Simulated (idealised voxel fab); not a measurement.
process module | voxel quadruple lines
cross-section cut | 175 nm wide | cells 5 nm
A cross-section is a grid of square cells, given in bands from the top down. A band is one or more rows of cells.
Each band's line starts with the height of the band's top and of its bottom, in nm. Then come its materials from left to right, each with its width in nm. One material with "throughout" fills the band from edge to edge. "air" is empty space.
Height 0 is the level under which the wafer as received is all one material. The lowest band goes on downwards, as in "0 down".
A width such as "30 to 40" changes by the same amount from each row of cells to the next, from the band's top row to its bottom row.
"no change" after a step means that no cell of the cross-section changed.
closed voids: empty space of 8 cells or more with no open way to the top, each as width x height at its distance from the left edge, in nm
after a step's settings: what the simulator itself notes on the step
overlay nm, on a step with a mask: how far to the right of its planned place the mask lay; to the left if negative
plan
1 op RECEIVE | material Si
2 op CONFORMAL_DEP | material SiO2 | thk nm 10
3 op DIRECTIONAL_DEP | material TiN | thk nm 15
4 op DIRECTIONAL_DEP | material polySi | thk nm 20
5 op DIRECTIONAL_DEP | material aC | thk nm 25
6 op PATTERN | tone cover | mask id MANDREL | material resist | width nm 25 | pitch nm 80 | thk nm 30 | overlay nm 0
7 op DIRECTIONAL_ETCH | etch materials aC | depth nm 25
8 op STRIP | etch materials resist
9 op CONFORMAL_DEP | material SiO2 | thk nm 15
10 op DIRECTIONAL_ETCH | etch materials SiO2 | depth nm 15
11 op STRIP | etch materials aC
12 op DIRECTIONAL_ETCH | etch materials polySi | depth nm 20
13 op STRIP | etch materials SiO2
14 op CONFORMAL_DEP | material SiN | thk nm 5
15 op DIRECTIONAL_ETCH | etch materials SiN | depth nm 5
16 op STRIP | etch materials polySi
17 op DIRECTIONAL_ETCH | etch materials TiN | depth nm 15
18 op STRIP | etch materials SiN
19 op FILL_DEP | material lowk | thk nm 10
20 op CMP | height nm 25
first wafer, as planned
as received, after step 1
  0 down: Si throughout
  closed voids: none
after step 2
  10 to 0: SiO2 throughout
  below 0: unchanged
after step 3
  25 to 10: TiN throughout
  below 10: unchanged
after step 4
  45 to 25: polySi throughout
  below 25: unchanged
after step 5
  70 to 45: aC throughout
  below 45: unchanged
after step 6
  100 to 70: air 35 | resist 25 | air 55 | resist 25 | air 35
  below 70: unchanged
after step 7
  75 to 70: air 35 | resist 25 | air 55 | resist 25 | air 35
  70 to 45: air 35 | aC 25 | air 55 | aC 25 | air 35
  below 45: unchanged
after step 8
  70 to 45: air 35 | aC 25 | air 55 | aC 25 | air 35
  below 45: unchanged
after step 9
  85 to 70: air 20 | SiO2 55 | air 25 | SiO2 55 | air 20
  70 to 60: air 20 | SiO2 15 | aC 25 | SiO2 15 | air 25 | SiO2 15 | aC 25 | SiO2 15 | air 20
  60 to 45: SiO2 35 | aC 25 | SiO2 55 | aC 25 | SiO2 35
  below 45: unchanged
after step 10
  70 to 45: air 20 | SiO2 15 | aC 25 | SiO2 15 | air 25 | SiO2 15 | aC 25 | SiO2 15 | air 20
  below 45: unchanged
after step 11
  70 to 45: air 20 | SiO2 15 | air 25 | SiO2 15 | air 25 | SiO2 15 | air 25 | SiO2 15 | air 20
  below 45: unchanged
after step 12
  70 to 45: air 20 | SiO2 15 | air 25 | SiO2 15 | air 25 | SiO2 15 | air 25 | SiO2 15 | air 20
  45 to 25: air 20 | polySi 15 | air 25 | polySi 15 | air 25 | polySi 15 | air 25 | polySi 15 | air 20
  below 25: unchanged
after step 13
  45 to 25: air 20 | polySi 15 | air 25 | polySi 15 | air 25 | polySi 15 | air 25 | polySi 15 | air 20
  below 25: unchanged
after step 14
  50 to 45: air 15 | SiN 25 | air 15 | SiN 25 | air 15 | SiN 25 | air 15 | SiN 25 | air 15
  45 to 30: air 15 | SiN 5 | polySi 15 | SiN 5 | air 15 | SiN 5 | polySi 15 | SiN 5 | air 15 | SiN 5 | polySi 15 | SiN 5 | air 15 | SiN 5 | polySi 15 | SiN 5 | air 15
  30 to 25: SiN 20 | polySi 15 | SiN 25 | polySi 15 | SiN 25 | polySi 15 | SiN 25 | polySi 15 | SiN 20
  below 25: unchanged
after step 15
  45 to 25: air 15 | SiN 5 | polySi 15 | SiN 5 | air 15 | SiN 5 | polySi 15 | SiN 5 | air 15 | SiN 5 | polySi 15 | SiN 5 | air 15 | SiN 5 | polySi 15 | SiN 5 | air 15
  below 25: unchanged
after step 16
  45 to 25: air 15 | SiN 5 | air 15 | SiN 5 | air 15 | SiN 5 | air 15 | SiN 5 | air 15 | SiN 5 | air 15 | SiN 5 | air 15 | SiN 5 | air 15 | SiN 5 | air 15
  below 25: unchanged
after step 17
  45 to 25: air 15 | SiN 5 | air 15 | SiN 5 | air 15 | SiN 5 | air 15 | SiN 5 | air 15 | SiN 5 | air 15 | SiN 5 | air 15 | SiN 5 | air 15 | SiN 5 | air 15
  25 to 10: air 15 | TiN 5 | air 15 | TiN 5 | air 15 | TiN 5 | air 15 | TiN 5 | air 15 | TiN 5 | air 15 | TiN 5 | air 15 | TiN 5 | air 15 | TiN 5 | air 15
  below 10: unchanged
after step 18
  25 to 10: air 15 | TiN 5 | air 15 | TiN 5 | air 15 | TiN 5 | air 15 | TiN 5 | air 15 | TiN 5 | air 15 | TiN 5 | air 15 | TiN 5 | air 15 | TiN 5 | air 15
  below 10: unchanged
after step 19
  35 to 25: lowk throughout
  25 to 10: lowk 15 | TiN 5 | lowk 15 | TiN 5 | lowk 15 | TiN 5 | lowk 15 | TiN 5 | lowk 15 | TiN 5 | lowk 15 | TiN 5 | lowk 15 | TiN 5 | lowk 15 | TiN 5 | lowk 15
  below 10: unchanged
after step 20
  25 to 10: lowk 15 | TiN 5 | lowk 15 | TiN 5 | lowk 15 | TiN 5 | lowk 15 | TiN 5 | lowk 15 | TiN 5 | lowk 15 | TiN 5 | lowk 15 | TiN 5 | lowk 15 | TiN 5 | lowk 15
  below 10: unchanged
second wafer: like start, like plan, one mistake. Through step 5 it matches the first wafer
when step 6 should have ended
  100 to 70: resist 35 | air 25 | resist 55 | air 25 | resist 35
  below 70: unchanged
when step 7 should have ended
  75 to 70: resist 35 | air 25 | resist 55 | air 25 | resist 35
  70 to 45: aC 35 | air 25 | aC 55 | air 25 | aC 35
  below 45: unchanged
when step 8 should have ended
  70 to 45: aC 35 | air 25 | aC 55 | air 25 | aC 35
  below 45: unchanged
when step 9 should have ended
  85 to 70: SiO2 throughout
  70 to 45: aC 35 | SiO2 25 | aC 55 | SiO2 25 | aC 35
  below 45: unchanged
when step 10 should have ended
  70 to 45: aC 35 | SiO2 25 | aC 55 | SiO2 25 | aC 35
  below 45: unchanged
when step 11 should have ended
  70 to 45: air 35 | SiO2 25 | air 55 | SiO2 25 | air 35
  below 45: unchanged
when step 12 should have ended
  70 to 45: air 35 | SiO2 25 | air 55 | SiO2 25 | air 35
  45 to 25: air 35 | polySi 25 | air 55 | polySi 25 | air 35
  below 25: unchanged
when step 13 should have ended
  45 to 25: air 35 | polySi 25 | air 55 | polySi 25 | air 35
  below 25: unchanged
when step 14 should have ended
  50 to 45: air 30 | SiN 35 | air 45 | SiN 35 | air 30
  45 to 30: air 30 | SiN 5 | polySi 25 | SiN 5 | air 45 | SiN 5 | polySi 25 | SiN 5 | air 30
  30 to 25: SiN 35 | polySi 25 | SiN 55 | polySi 25 | SiN 35
  below 25: unchanged
when step 15 should have ended
  45 to 25: air 30 | SiN 5 | polySi 25 | SiN 5 | air 45 | SiN 5 | polySi 25 | SiN 5 | air 30
  below 25: unchanged
when step 16 should have ended
  45 to 25: air 30 | SiN 5 | air 25 | SiN 5 | air 45 | SiN 5 | air 25 | SiN 5 | air 30
  below 25: unchanged
when step 17 should have ended
  45 to 25: air 30 | SiN 5 | air 25 | SiN 5 | air 45 | SiN 5 | air 25 | SiN 5 | air 30
  25 to 10: air 30 | TiN 5 | air 25 | TiN 5 | air 45 | TiN 5 | air 25 | TiN 5 | air 30
  below 10: unchanged
when step 18 should have ended
  25 to 10: air 30 | TiN 5 | air 25 | TiN 5 | air 45 | TiN 5 | air 25 | TiN 5 | air 30
  below 10: unchanged
when step 19 should have ended
  35 to 25: lowk throughout
  25 to 10: lowk 30 | TiN 5 | lowk 25 | TiN 5 | lowk 45 | TiN 5 | lowk 25 | TiN 5 | lowk 30
  below 10: unchanged
when step 20 should have ended
  25 to 10: lowk 30 | TiN 5 | lowk 25 | TiN 5 | lowk 45 | TiN 5 | lowk 25 | TiN 5 | lowk 30
  below 10: unchanged
what went wrong: step 6 ran as: op PATTERN | tone open | mask id MANDREL | material resist | width nm 25 | pitch nm 80 | thk nm 30 | overlay nm 0
at the end the second wafer has, in cells: 12 fewer of TiN | 12 more of lowk
